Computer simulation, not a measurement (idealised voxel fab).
process module | voxel transistor to metal
cross-section cut | 300 nm wide | cells 5 nm
A cross-section is a grid of square cells, given in bands from the top down. A band is one or more rows of cells.
Each band's line starts with the height of the band's top and of its bottom, in nm. Then come its materials from left to right, each with its width in nm. One material with "throughout" fills the band from edge to edge. "air" is empty space.
Height 0 is the level under which the wafer as received is all one material. The lowest band goes on downwards, as in "0 down".
A width such as "30 to 40" changes by the same amount from each row of cells to the next, from the band's top row to its bottom row.
"no change" after a step means that no cell of the cross-section changed.
closed voids: empty space of 8 cells or more with no open way to the top, each as width x height at its distance from the left edge, in nm
after a step's settings: what the simulator itself notes on the step
overlay nm, on a step with a mask: how far to the right of its planned place the mask lay; to the left if negative
plan
1 op RECEIVE | material Si
2 op OXIDIZE | depth nm 5
3 op CONFORMAL_DEP | material SiN | thk nm 10
4 op MASKED_ETCH | tone cover | mask id ACTIVE | width nm 110 | pitch nm 140 | etch materials SiN | depth nm 10 | overlay nm 0
5 op MASKED_ETCH | tone cover | mask id ACTIVE | width nm 110 | pitch nm 140 | etch materials SiO2 | depth nm 5 | overlay nm -10
6 op MASKED_ETCH | tone cover | mask id ACTIVE | width nm 110 | pitch nm 140 | etch materials Si | depth nm 35 | overlay nm 0
7 op FILL_DEP | material SiO2 | thk nm 15
8 op CMP | height nm 10
9 op SELECTIVE_ETCH | etch materials SiO2 | depth nm 10
10 op STRIP | etch materials SiN
11 op SELECTIVE_ETCH | etch materials SiO2 | depth nm 5
12 op OXIDIZE | depth nm 5
13 op DIRECTIONAL_DEP | material polySi | thk nm 30
14 op DIRECTIONAL_DEP | material SiCN | thk nm 15
15 op PATTERN | tone cover | mask id GATE | material resist | width nm 20 | pitch nm 140 | thk nm 15 | overlay nm 0
16 op DIRECTIONAL_ETCH | etch materials SiCN | depth nm 25
17 op DIRECTIONAL_ETCH | etch materials polySi | depth nm 40
18 op STRIP | etch materials resist
19 op CONFORMAL_DEP | material SiO2 | thk nm 5
20 op DIRECTIONAL_ETCH | etch materials SiO2 | depth nm 5
21 op CONFORMAL_DEP | material SiN | thk nm 5
22 op DIRECTIONAL_ETCH | etch materials SiN | depth nm 5
23 op DIRECTIONAL_ETCH | etch materials SiO2 | depth nm 5
24 op DIRECTIONAL_ETCH | etch materials Si | depth nm 15
25 op EPI | material pSi | thk nm 15
26 op FILL_DEP | material SiO2 | thk nm 5
27 op CMP | height nm 40
28 op DIRECTIONAL_DEP | material SiO2 | thk nm 10
29 op MASKED_ETCH | tone open | mask id CONTACT | width nm 20 | pitch nm 70 | etch materials SiO2 | depth nm 60 | overlay nm 0
30 op CONFORMAL_DEP | material TiN | thk nm 5
31 op FILL_DEP | material W | thk nm 5
32 op CMP | height nm 50
33 op CONFORMAL_DEP | material SiCN | thk nm 5
34 op DIRECTIONAL_DEP | material SiO2 | thk nm 25
35 op MASKED_ETCH | tone open | mask id METAL_1 | width nm 20 | pitch nm 70 | etch materials SiO2 | depth nm 25 | overlay nm 0
36 op MASKED_ETCH | tone open | mask id METAL_1 | width nm 20 | pitch nm 70 | etch materials SiCN | depth nm 5 | overlay nm 0
37 op CONFORMAL_DEP | material TiN | thk nm 5
38 op FILL_DEP | material Cu | thk nm 10
39 op CMP | height nm 80
40 op EPI | material Ru | thk nm 5
41 op FILL_DEP | material SiCN | thk nm 5
varied across the wafers: overlay nm of step 5. The plan shows the first wafer's value. All wafers start alike
first wafer as received, after step 1
  0 down: Si throughout
  closed voids: none
each wafer at the end: cells of each material gained (+) or lost (-) since it was received, then its closed voids
overlay nm -10 | +40 Cu | +24 Ru | -288 Si | +164 SiCN | +36 SiN | +700 SiO2 | +160 TiN | +64 W | +132 pSi | +48 polySi | closed voids: none
overlay nm -5 | +40 Cu | +24 Ru | -294 Si | +164 SiCN | +36 SiN | +712 SiO2 | +160 TiN | +64 W | +126 pSi | +48 polySi | closed voids: none
overlay nm 0 | +40 Cu | +24 Ru | -300 Si | +164 SiCN | +36 SiN | +724 SiO2 | +160 TiN | +64 W | +120 pSi | +48 polySi | closed voids: none
overlay nm 5 | +40 Cu | +24 Ru | -294 Si | +164 SiCN | +36 SiN | +712 SiO2 | +160 TiN | +64 W | +126 pSi | +48 polySi | closed voids: none
overlay nm 10 | +40 Cu | +24 Ru | -288 Si | +164 SiCN | +36 SiN | +700 SiO2 | +160 TiN | +64 W | +132 pSi | +48 polySi | closed voids: none
